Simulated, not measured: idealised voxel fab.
Name of the process module below: voxel self aligned contacts
Cross-section cut spans 200 nm and uses square cells 5 nm in size.
Cross-section layout: square cells on a grid; listed as bands, top to bottom; a band spans one or more cell rows. Band entry format. Leading values: height of top, height of bottom, nm. Remainder: materials in left-to-right order, each with its width in nm. Special words: "all across" on a single material, which then fills the band edge to edge; "blank", empty space. Below 0: as-received wafer, all one material; heights counted from there. Lowest band: no bottom, goes on down, written "0 down". With a width like "30..40", each row of cells in the band differs from the next by the same amount, the top row carrying the first number and the bottom row the second. What does "remained unchanged" mean for a step? It means no cell of the cross-section changed in that step. The entry titled "Voids lacking openings" provides the empty spaces that have no open way to the top, restricted to those of 8 cells or more. Each is presented as width x height at distance, the distance being measured from the left edge, with all three in nm. Note: text after step settings on the step line = simulator remark on that step. "overlay nm" on a masked step: distance the mask lay right of its planned place, negative for left.

Below is the list of planned process steps
| 1 | op RECEIVE | material Si |
| 2 | op OXIDIZE | depth nm 5 |
| 3 | op DIRECTIONAL_DEP | material polySi | thk nm 20 |
| 4 | op DIRECTIONAL_DEP | material SiN | thk nm 25 |
| 5 | op PATTERN | tone cover | mask id GATE | material resist | width nm 20 | pitch nm 70 | thk nm 20 | overlay nm 0 |
| 6 | op DIRECTIONAL_ETCH | etch materials SiN | depth nm 25 |
| 7 | op DIRECTIONAL_ETCH | etch materials polySi | depth nm 20 |
| 8 | op STRIP | etch materials resist |
| 9 | op CONFORMAL_DEP | material SiN | thk nm 10 |
| 10 | op DIRECTIONAL_ETCH | etch materials SiN | depth nm 10 |
| 11 | op FILL_DEP | material SiO2 | thk nm 15 |
| 12 | op CMP | height nm 50 |
| 13 | op MASKED_ETCH | tone open | mask id CONTACT | width nm 50 | pitch nm 70 | etch materials SiO2 | depth nm 55 | overlay nm 0 |
| 14 | op CONFORMAL_DEP | material TiN | thk nm 5 |
| 15 | op FILL_DEP | material W | thk nm 5 |
| 16 | op CMP | height nm 50 |
| 17 | op CONFORMAL_DEP | material SiCN | thk nm 5 |
For this document, wafers share an identical start and vary in the step 5 width nm; the plan quotes the first wafer's value.

Cross-section: the first of several wafers in its as-received state, i.e. following step 1
> 0 down: Si all across
> Voids lacking openings: none

Cross-section of the first of several wafers, taken after step 17, where the module ends
> 55 to 50: SiCN all across
> 50 to 45: SiO2: 40, TiN: 15, W: 20, TiN: 15, SiO2: 20, TiN: 15, W: 20, TiN: 15, SiO2: 40
> 45 to 20: SiO2: 10, SiN: 40, TiN: 5, W: 20, TiN: 5, SiN: 40, TiN: 5, W: 20, TiN: 5, SiN: 40, SiO2: 10
> 20 to 0: SiO2: 10, SiN: 10, polySi: 20, SiN: 10, TiN: 5, W: 20, TiN: 5, SiN: 10, polySi: 20, SiN: 10, TiN: 5, W: 20, TiN: 5, SiN: 10, polySi: 20, SiN: 10, SiO2: 10
> 0 to -5: SiO2: 50, TiN: 30, SiO2: 40, TiN: 30, SiO2: 50
> -5 down: Si all across
> Voids lacking openings: none

X-section, last wafer, module end
> 55 to 50: SiCN all across
> 50 to 45: SiO2: 40, TiN: 20, W: 10, TiN: 20, SiO2: 20, TiN: 20, W: 10, TiN: 20, SiO2: 40
> 45 to 20: SiO2: 5, SiN: 50, TiN: 5, W: 10, TiN: 5, SiN: 50, TiN: 5, W: 10, TiN: 5, SiN: 50, SiO2: 5
> 20 to 0: SiO2: 5, SiN: 10, polySi: 30, SiN: 10, TiN: 5, W: 10, TiN: 5, SiN: 10, polySi: 30, SiN: 10, TiN: 5, W: 10, TiN: 5, SiN: 10, polySi: 30, SiN: 10, SiO2: 5
> 0 to -5: SiO2: 55, TiN: 20, SiO2: 50, TiN: 20, SiO2: 55
> -5 down: Si all across
> Voids lacking openings: none

Wafer rows, end of module: cells per material gained (+) or lost (-) since receipt; closed voids last
width nm 20; -40 Si; +40 SiCN; +168 SiN; +84 SiO2; +60 TiN; +80 W; +48 polySi; Voids lacking openings: none
width nm 25; -40 Si; +40 SiCN; +183 SiN; +77 SiO2; +60 TiN; +60 W; +60 polySi; Voids lacking openings: none
width nm 30; -40 Si; +40 SiCN; +198 SiN; +70 SiO2; +60 TiN; +40 W; +72 polySi; Voids lacking openings: none
